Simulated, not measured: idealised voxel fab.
Proc. module: voxel local oxidation
Section cut is 280 nm wide and gridded with 5 nm square cells.
Think of the cross-section as a grid of square cells. We describe it in bands, top to bottom, and each band covers one or more rows of those cells.
Per band: top height and bottom height in nm, followed by the left-to-right materials and their widths in nm; "edge to edge" marks a single material spanning edge to edge, "blank" marks empty space.
Height is counted from the level 0, under which the received wafer is composed throughout of one material. The lowest of the bands is not closed at the bottom but continues downward, in the notation "0 nm and below".
Read "30..40" as a graded width: first number on top, second number at the bottom, same change between each pair of neighbouring rows.
When a step is marked "no change occurred", none of the cells in the cross-section changed during that step.
So "Closed internal cavities" is basically the list of trapped voids: any empty space of 8 cells or more that can't reach the top through an opening. They're written width x height at distance, the distance being from the left edge, and it's all nm.
That trailing text on a step's line, after the settings, is the simulator's own remark on the step.
overlay nm: on a step with a mask, how far right of its planned place the mask lay; negative means left.

Here's what the planned process steps look like:
1) RECEIVE with material Si
2) CONFORMAL_DEP with material SiO2, thk nm 5
3) CONFORMAL_DEP with material SiN, thk nm 10
4) DIRECTIONAL_DEP with material aC, thk nm 15
5) PATTERN with tone cover, mask id ACTIVE, material resist, width nm 90, thk nm 35, overlay nm 0
6) DIRECTIONAL_ETCH with etch materials aC, depth nm 15
7) STRIP with etch materials resist
8) DIRECTIONAL_ETCH with etch materials SiN, depth nm 10
9) STRIP with etch materials aC
10) SELECTIVE_ETCH with etch materials SiO2, depth nm 5
11) OXIDIZE with depth nm 15
12) STRIP with etch materials SiN

Cross-section, incoming material, after step 1:
	0 nm and below  Si edge to edge
	Closed internal cavities: none

Look at the cross-section after the module: the wafer started out the way shown above and the plan was the one shown above, yet one mistake was made along the way:
	5 nm to 0 nm  105 blank; 75 SiO2; 100 blank
	0 nm to -15 nm  120 SiO2; 45 Si; 115 SiO2
	-15 nm and below  Si edge to edge
	Closed internal cavities: none
Against the plan, the run slipped here: step 5 off recipe, ran as PATTERN with tone cover, mask id ACTIVE, material resist, width nm 85, thk nm 35, overlay nm 0
